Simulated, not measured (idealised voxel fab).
voxel air gaps: a process module
Square cells of 5 nm make up the cross-section cut, whose width is 170 nm.
When this document writes out a cross-section, it uses a grid of square cells and lists it as bands, beginning at the top and moving down, with a band standing for one or more rows of cells. The entry gives the band's vertical extent as a top height and a bottom height in nm, then its horizontal make-up as materials from left to right, each with a width in nm. "empty" stands for empty space; a single material marked "everywhere" fills the band edge to edge. Height 0 is the level under which the wafer as received is all one material. The lowest band goes on downwards, as in "0 nm and below". The notation "30->40" denotes a width that varies across the rows of cells in the band, beginning at the first number in the top row, finishing at the second number in the bottom row, and changing by an identical amount from each row to the next. "no modification", as given for a step, is the statement that not any cell of the cross-section underwent a change during that step. What "Fully sealed cavities" gives you is every empty space of 8 cells or more that is cut off from the top. Each appears as width x height at distance, with the distance taken from the left edge and width, height and distance all in nm. Where a step's line continues beyond its settings, the continuation is a remark by the simulator itself on that step. overlay nm: mask right of planned place by this much (step with mask). Neg. = left.

-- List of planned process steps
step 1: RECEIVE [material Si]
step 2: CONFORMAL_DEP [material SiO2] [thk nm 15]
step 3: CONFORMAL_DEP [material SiN] [thk nm 5]
step 4: DIRECTIONAL_DEP [material SiO2] [thk nm 40]
step 5: MASKED_ETCH [tone open] [mask id LINES] [width nm 25] [pitch nm 50] [etch materials SiO2] [depth nm 40] [overlay nm 0]
step 6: CONFORMAL_DEP [material TiN] [thk nm 5]
step 7: FILL_DEP [material W] [thk nm 5]
step 8: CMP [height nm 60]
step 9: EPI [material Ru] [thk nm 10]
step 10: SELECTIVE_ETCH [etch materials SiO2] [depth nm 50]
step 11: CONFORMAL_DEP [material SiCN] [thk nm 5]

-- What follows covers the first of two wafers; it ran as planned

-- Cross-section: wafer on arrival = after step 1
> 0 nm and below: Si everywhere
> Fully sealed cavities: none

-- Step 2 done - wafer cross-section
> 15 nm to 0 nm: SiO2 everywhere
> Heights below 0 show no change.

-- Step 3 done - wafer cross-section
> 20 nm to 15 nm: SiN everywhere
> Heights below 15 show no change.

-- Step 4 done - wafer cross-section
> 60 nm to 20 nm: SiO2 everywhere
> Heights below 20 show no change.

-- Step 5 done - wafer cross-section
> 60 nm to 20 nm: SiO2: 20 / empty: 25 / SiO2: 25 / empty: 25 / SiO2: 25 / empty: 25 / SiO2: 25
> Heights below 20 show no change.

-- Step 6 done - wafer cross-section
> 65 nm to 60 nm: TiN: 25 / empty: 15 / TiN: 35 / empty: 15 / TiN: 35 / empty: 15 / TiN: 30
> 60 nm to 25 nm: SiO2: 20 / TiN: 5 / empty: 15 / TiN: 5 / SiO2: 25 / TiN: 5 / empty: 15 / TiN: 5 / SiO2: 25 / TiN: 5 / empty: 15 / TiN: 5 / SiO2: 25
> 25 nm to 20 nm: SiO2: 20 / TiN: 25 / SiO2: 25 / TiN: 25 / SiO2: 25 / TiN: 25 / SiO2: 25
> Heights below 20 show no change.

-- Step 7 done - wafer cross-section
> 70 nm to 65 nm: W everywhere
> 65 nm to 60 nm: TiN: 25 / W: 15 / TiN: 35 / W: 15 / TiN: 35 / W: 15 / TiN: 30
> 60 nm to 25 nm: SiO2: 20 / TiN: 5 / W: 15 / TiN: 5 / SiO2: 25 / TiN: 5 / W: 15 / TiN: 5 / SiO2: 25 / TiN: 5 / W: 15 / TiN: 5 / SiO2: 25
> Heights below 25 show no change.

-- Step 8 done - wafer cross-section
> 60 nm to 25 nm: SiO2: 20 / TiN: 5 / W: 15 / TiN: 5 / SiO2: 25 / TiN: 5 / W: 15 / TiN: 5 / SiO2: 25 / TiN: 5 / W: 15 / TiN: 5 / SiO2: 25
> Heights below 25 show no change.

-- Step 9 done - wafer cross-section
> 70 nm to 60 nm: empty: 10 / Ru: 45 / empty: 5 / Ru: 45 / empty: 5 / Ru: 45 / empty: 15
> Heights below 60 show no change.

-- Step 10 done - wafer cross-section
> 70 nm to 60 nm: empty: 10 / Ru: 45 / empty: 5 / Ru: 45 / empty: 5 / Ru: 45 / empty: 15
> 60 nm to 25 nm: empty: 20 / TiN: 5 / W: 15 / TiN: 5 / empty: 25 / TiN: 5 / W: 15 / TiN: 5 / empty: 25 / TiN: 5 / W: 15 / TiN: 5 / empty: 25
> 25 nm to 20 nm: empty: 20 / TiN: 25 / empty: 25 / TiN: 25 / empty: 25 / TiN: 25 / empty: 25
> Heights below 20 show no change.

-- Step 11 done - wafer cross-section
> 75 nm to 70 nm: empty: 5 / SiCN: 155 / empty: 10
> 70 nm to 60 nm: empty: 5 / SiCN: 5 / Ru: 45 / SiCN: 5 / Ru: 45 / SiCN: 5 / Ru: 45 / SiCN: 5 / empty: 10
> 60 nm to 55 nm: empty: 5 / SiCN: 15 / TiN: 5 / W: 15 / TiN: 5 / SiCN: 25 / TiN: 5 / W: 15 / TiN: 5 / SiCN: 25 / TiN: 5 / W: 15 / TiN: 5 / SiCN: 15 / empty: 10
> 55 nm to 25 nm: empty: 15 / SiCN: 5 / TiN: 5 / W: 15 / TiN: 5 / SiCN: 5 / empty: 15 / SiCN: 5 / TiN: 5 / W: 15 / TiN: 5 / SiCN: 5 / empty: 15 / SiCN: 5 / TiN: 5 / W: 15 / TiN: 5 / SiCN: 5 / empty: 20
> 25 nm to 20 nm: SiCN: 20 / TiN: 25 / SiCN: 25 / TiN: 25 / SiCN: 25 / TiN: 25 / SiCN: 25
> Heights below 20 show no change.
> Fully sealed cavities: 15 x 30 at 50; 15 x 30 at 100

-- Second wafer, same starting conditions and recipe as the first, one mistake in executing it, nothing differs from the first up to and including step 4

-- Cross-section of the second wafer at the time step 5 of the plan should have ended
> 60 nm to 20 nm: SiO2: 25 / empty: 15 / SiO2: 35 / empty: 15 / SiO2: 35 / empty: 15 / SiO2: 30
> Heights below 20 show no change.

-- Cross-section of the second wafer at the time step 6 of the plan should have ended
> 65 nm to 60 nm: TiN: 30 / empty: 5 / TiN: 45 / empty: 5 / TiN: 45 / empty: 5 / TiN: 35
> 60 nm to 25 nm: SiO2: 25 / TiN: 5 / empty: 5 / TiN: 5 / SiO2: 35 / TiN: 5 / empty: 5 / TiN: 5 / SiO2: 35 / TiN: 5 / empty: 5 / TiN: 5 / SiO2: 30
> 25 nm to 20 nm: SiO2: 25 / TiN: 15 / SiO2: 35 / TiN: 15 / SiO2: 35 / TiN: 15 / SiO2: 30
> Heights below 20 show no change.

-- Cross-section of the second wafer at the time step 7 of the plan should have ended
> 70 nm to 65 nm: W everywhere
> 65 nm to 60 nm: TiN: 30 / W: 5 / TiN: 45 / W: 5 / TiN: 45 / W: 5 / TiN: 35
> 60 nm to 25 nm: SiO2: 25 / TiN: 5 / W: 5 / TiN: 5 / SiO2: 35 / TiN: 5 / W: 5 / TiN: 5 / SiO2: 35 / TiN: 5 / W: 5 / TiN: 5 / SiO2: 30
> Heights below 25 show no change.

-- Cross-section of the second wafer at the time step 8 of the plan should have ended
> 60 nm to 25 nm: SiO2: 25 / TiN: 5 / W: 5 / TiN: 5 / SiO2: 35 / TiN: 5 / W: 5 / TiN: 5 / SiO2: 35 / TiN: 5 / W: 5 / TiN: 5 / SiO2: 30
> Heights below 25 show no change.

-- Cross-section of the second wafer at the time step 9 of the plan should have ended
> 70 nm to 60 nm: empty: 15 / Ru: 35 / empty: 15 / Ru: 35 / empty: 15 / Ru: 35 / empty: 20
> Heights below 60 show no change.

-- Cross-section of the second wafer at the time step 10 of the plan should have ended
> 70 nm to 60 nm: empty: 15 / Ru: 35 / empty: 15 / Ru: 35 / empty: 15 / Ru: 35 / empty: 20
> 60 nm to 25 nm: empty: 25 / TiN: 5 / W: 5 / TiN: 5 / empty: 35 / TiN: 5 / W: 5 / TiN: 5 / empty: 35 / TiN: 5 / W: 5 / TiN: 5 / empty: 30
> 25 nm to 20 nm: empty: 25 / TiN: 15 / empty: 35 / TiN: 15 / empty: 35 / TiN: 15 / empty: 30
> Heights below 20 show no change.

-- Cross-section of the second wafer at the time step 11 of the plan should have ended
> 75 nm to 70 nm: empty: 10 / SiCN: 45 / empty: 5 / SiCN: 45 / empty: 5 / SiCN: 45 / empty: 15
> 70 nm to 60 nm: empty: 10 / SiCN: 5 / Ru: 35 / SiCN: 5 / empty: 5 / SiCN: 5 / Ru: 35 / SiCN: 5 / empty: 5 / SiCN: 5 / Ru: 35 / SiCN: 5 / empty: 15
> 60 nm to 55 nm: empty: 10 / SiCN: 15 / TiN: 5 / W: 5 / TiN: 5 / SiCN: 15 / empty: 5 / SiCN: 15 / TiN: 5 / W: 5 / TiN: 5 / SiCN: 15 / empty: 5 / SiCN: 15 / TiN: 5 / W: 5 / TiN: 5 / SiCN: 15 / empty: 15
> 55 nm to 25 nm: empty: 20 / SiCN: 5 / TiN: 5 / W: 5 / TiN: 5 / SiCN: 5 / empty: 25 / SiCN: 5 / TiN: 5 / W: 5 / TiN: 5 / SiCN: 5 / empty: 25 / SiCN: 5 / TiN: 5 / W: 5 / TiN: 5 / SiCN: 5 / empty: 25
> 25 nm to 20 nm: SiCN: 25 / TiN: 15 / SiCN: 35 / TiN: 15 / SiCN: 35 / TiN: 15 / SiCN: 30
> Heights below 20 show no change.
Nonconformance to the process plan: step 5 did not use the planned setting and instead ran as MASKED_ETCH [tone open] [mask id LINES] [width nm 15] [pitch nm 50] [etch materials SiO2] [depth nm 40] [overlay nm 0]
Heads up, by the end the second wafer has more or fewer cells of some materials compared to the first: -12 Ru; +8 SiCN; -6 TiN; -42 W
The first wafer finishes with 2 closed voids, while the second finishes with 0.
